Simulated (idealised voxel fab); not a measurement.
The process module presented herein is designated voxel tone inversion.
cross-section cut | 245 nm wide | cells 5 nm
Just so we're on the same page, the cross-sections are grids of square cells, and they're listed out in bands top to bottom, each band one or more rows deep. For a band, the entry starts with two heights in nm, that of the top and then that of the bottom, and carries on with the band's materials in order from left to right, each alongside its width in nm; the word "everywhere" beside a single material means it fills the band edge to edge, and "empty" means empty space. Note: height 0 marks the level under which the wafer is uniformly one material as received. Lowest band unbounded below, written "top 0, no bottom". Width: "30->40" (first number = top row, second number = bottom row, same change from row to row of cells). Key: "everything unchanged" - step with no changed cell in the cross-section. "Enclosed void list": sealed empty spaces, 8 cells or more, no open way to top, listed width x height at distance, with distance from the left edge and width, height and distance in nm. If you see something after the settings on a step's line, that's the simulator's own remark about that step. For masked steps, "overlay nm" on the step line gives how far right of plan the mask actually lay; a minus sign means it lay to the left.

Process steps - plan:
step 1: op RECEIVE | material Si
step 2: op CONFORMAL_DEP | material SiCN | thk nm 5
step 3: op DIRECTIONAL_DEP | material polySi | thk nm 15
step 4: op PATTERN | tone cover | mask id POSTS | material resist | width nm 20 | pitch nm 45 | thk nm 20 | overlay nm 0
step 5: op DIRECTIONAL_ETCH | etch materials polySi | depth nm 15
step 6: op STRIP | etch materials resist
step 7: op FILL_DEP | material lowk | thk nm 5
step 8: op CMP | height nm 20
step 9: op STRIP | etch materials polySi

Incoming wafer, cross-sectional view, post step 1:
> top 0, no bottom  Si everywhere
> Enclosed void list: none

Cross-sectional image of the first of two wafers at the end of the module, the run having proceeded as planned:
> top 20, bottom 5  lowk=45 / empty=20 / lowk=25 / empty=20 / lowk=25 / empty=20 / lowk=25 / empty=20 / lowk=45
> top 5, bottom 0  SiCN everywhere
> top 0, no bottom  Si everywhere
> Enclosed void list: none

Cross-section of the latter of the two wafers at module completion. It had an identical start and an identical plan to the former; in running it, one mistake was made:
> top 20, bottom 5  lowk=35 / empty=20 / lowk=25 / empty=20 / lowk=25 / empty=20 / lowk=25 / empty=20 / lowk=55
> top 5, bottom 0  SiCN everywhere
> top 0, no bottom  Si everywhere
> Enclosed void list: none
Short version of what went wrong: the process deviated at step 4: the operation and settings actually run there were op PATTERN | tone cover | mask id POSTS | material resist | width nm 20 | pitch nm 45 | thk nm 20 | overlay nm -10
The two final wafers agree on how many cells each material fills and disagree on which cells those are.
